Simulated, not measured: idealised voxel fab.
Process module heading - voxel air gaps
The cross-section shown here is cut; it is 235 nm wide and divided into square cells measuring 5 nm on a side.
Cross-section = grid of square cells, listed top down in bands; band = one or more rows. Each band's line starts with the height of the band's top and of its bottom, in nm. Then come its materials from left to right, each with its width in nm. One material with "all across" fills the band from edge to edge. "empty" is empty space. All heights in this document are referenced to 0, defined as the level beneath which the wafer, as received, consists entirely of one material. The lowest band is not bounded below; it extends indefinitely downward and is written in the form "from 0 down". Read "30..40" as a graded width: first number on top, second number at the bottom, same change between each pair of neighbouring rows. Key: "no change" - step with no changed cell in the cross-section. You'll see "Closed void catalog" listing empty spaces that have no way open to the top, as long as they're 8 cells or more; the notation is width x height at distance, where the distance is from the left edge, and all of it is in nm. What comes after the settings on a step's line is commentary from the simulator itself on that step. The optional step-line setting "overlay nm" applies to steps with a mask and quantifies how far to the right of its planned location the mask lay, a negative value indicating leftward placement.
## These are the steps we planned for the process
1. RECEIVE with material Si
2. CONFORMAL_DEP with material SiO2, thk nm 15
3. CONFORMAL_DEP with material SiCN, thk nm 5
4. DIRECTIONAL_DEP with material SiO2, thk nm 35
5. MASKED_ETCH with tone open, mask id LINES, width nm 25, pitch nm 50, etch materials SiO2, depth nm 35, overlay nm 0
6. CONFORMAL_DEP with material TiN, thk nm 5
7. FILL_DEP with material W, thk nm 10
8. CMP with height nm 55
9. EPI with material Ru, thk nm 10
10. SELECTIVE_ETCH with etch materials SiO2, depth nm 45
11. CONFORMAL_DEP with material SiCN, thk nm 5
## The first of the two wafers, which ran as planned
## Shown in cross-section is the wafer as received, that is, as it stands after step 1
> from 0 down = Si all across
> Closed void catalog: none
## Step 2 done - wafer cross-section
> from 15 to 0 = SiO2 all across
> Heights below 0 show no change.
## Step 3 done - wafer cross-section
> from 20 to 15 = SiCN all across
> Heights below 15 show no change.
## Step 4 done - wafer cross-section
> from 55 to 20 = SiO2 all across
> Heights below 20 show no change.
## Step 5 done - wafer cross-section
> from 55 to 20 = SiO2: 55  empty: 25  SiO2: 25  empty: 25  SiO2: 25  empty: 25  SiO2: 55
> Heights below 20 show no change.
## Step 6 done - wafer cross-section
> from 60 to 55 = TiN: 60  empty: 15  TiN: 35  empty: 15  TiN: 35  empty: 15  TiN: 60
> from 55 to 25 = SiO2: 55  TiN: 5  empty: 15  TiN: 5  SiO2: 25  TiN: 5  empty: 15  TiN: 5  SiO2: 25  TiN: 5  empty: 15  TiN: 5  SiO2: 55
> from 25 to 20 = SiO2: 55  TiN: 25  SiO2: 25  TiN: 25  SiO2: 25  TiN: 25  SiO2: 55
> Heights below 20 show no change.
## Step 7 done - wafer cross-section
> from 70 to 60 = W all across
> from 60 to 55 = TiN: 60  W: 15  TiN: 35  W: 15  TiN: 35  W: 15  TiN: 60
> from 55 to 25 = SiO2: 55  TiN: 5  W: 15  TiN: 5  SiO2: 25  TiN: 5  W: 15  TiN: 5  SiO2: 25  TiN: 5  W: 15  TiN: 5  SiO2: 55
> Heights below 25 show no change.
## Step 8 done - wafer cross-section
> from 55 to 25 = SiO2: 55  TiN: 5  W: 15  TiN: 5  SiO2: 25  TiN: 5  W: 15  TiN: 5  SiO2: 25  TiN: 5  W: 15  TiN: 5  SiO2: 55
> Heights below 25 show no change.
## Step 9 done - wafer cross-section
> from 65 to 55 = empty: 45  Ru: 45  empty: 5  Ru: 45  empty: 5  Ru: 45  empty: 45
> Heights below 55 show no change.
## Step 10 done - wafer cross-section
> from 65 to 55 = empty: 45  Ru: 45  empty: 5  Ru: 45  empty: 5  Ru: 45  empty: 45
> from 55 to 25 = empty: 55  TiN: 5  W: 15  TiN: 5  empty: 25  TiN: 5  W: 15  TiN: 5  empty: 25  TiN: 5  W: 15  TiN: 5  empty: 55
> from 25 to 20 = empty: 55  TiN: 25  empty: 25  TiN: 25  empty: 25  TiN: 25  empty: 55
> Heights below 20 show no change.
## Step 11 done - wafer cross-section
> from 70 to 65 = empty: 40  SiCN: 155  empty: 40
> from 65 to 55 = empty: 40  SiCN: 5  Ru: 45  SiCN: 5  Ru: 45  SiCN: 5  Ru: 45  SiCN: 5  empty: 40
> from 55 to 50 = empty: 40  SiCN: 15  TiN: 5  W: 15  TiN: 5  SiCN: 25  TiN: 5  W: 15  TiN: 5  SiCN: 25  TiN: 5  W: 15  TiN: 5  SiCN: 15  empty: 40
> from 50 to 25 = empty: 50  SiCN: 5  TiN: 5  W: 15  TiN: 5  SiCN: 5  empty: 15  SiCN: 5  TiN: 5  W: 15  TiN: 5  SiCN: 5  empty: 15  SiCN: 5  TiN: 5  W: 15  TiN: 5  SiCN: 5  empty: 50
> from 25 to 20 = SiCN: 55  TiN: 25  SiCN: 25  TiN: 25  SiCN: 25  TiN: 25  SiCN: 55
> Heights below 20 show no change.
> Closed void catalog: 15 x 25 at 85; 15 x 25 at 135
## Here the second wafer is described. Its start and its plan were those of the first wafer. Its run contained one mistake. Up to and including step 8, it did exactly what the first wafer did
## Cross-section of the second wafer at the time step 9 of the plan should have ended
> from 75 to 55 = empty: 35  Ru: 165  empty: 35
> Heights below 55 show no change.
## Cross-section of the second wafer at the time step 10 of the plan should have ended
> from 75 to 55 = empty: 35  Ru: 165  empty: 35
> from 55 to 25 = empty: 55  TiN: 5  W: 15  TiN: 5  SiO2: 25  TiN: 5  W: 15  TiN: 5  SiO2: 25  TiN: 5  W: 15  TiN: 5  empty: 55
> from 25 to 20 = empty: 55  TiN: 25  SiO2: 25  TiN: 25  SiO2: 25  TiN: 25  empty: 55
> Heights below 20 show no change.
## Cross-section of the second wafer at the time step 11 of the plan should have ended
> from 80 to 75 = empty: 30  SiCN: 175  empty: 30
> from 75 to 55 = empty: 30  SiCN: 5  Ru: 165  SiCN: 5  empty: 30
> from 55 to 50 = empty: 30  SiCN: 25  TiN: 5  W: 15  TiN: 5  SiO2: 25  TiN: 5  W: 15  TiN: 5  SiO2: 25  TiN: 5  W: 15  TiN: 5  SiCN: 25  empty: 30
> from 50 to 25 = empty: 50  SiCN: 5  TiN: 5  W: 15  TiN: 5  SiO2: 25  TiN: 5  W: 15  TiN: 5  SiO2: 25  TiN: 5  W: 15  TiN: 5  SiCN: 5  empty: 50
> from 25 to 20 = SiCN: 55  TiN: 25  SiO2: 25  TiN: 25  SiO2: 25  TiN: 25  SiCN: 55
> Heights below 20 show no change.
In executing the process, a mistake was made relative to the plan: step 9 in the plan was executed twice
Final tally in cells, some materials are higher or lower on the second wafer than on the first: +78 Ru | -32 SiCN | +70 SiO2
Closed void count at end of process - first wafer: 2; second wafer: 0.
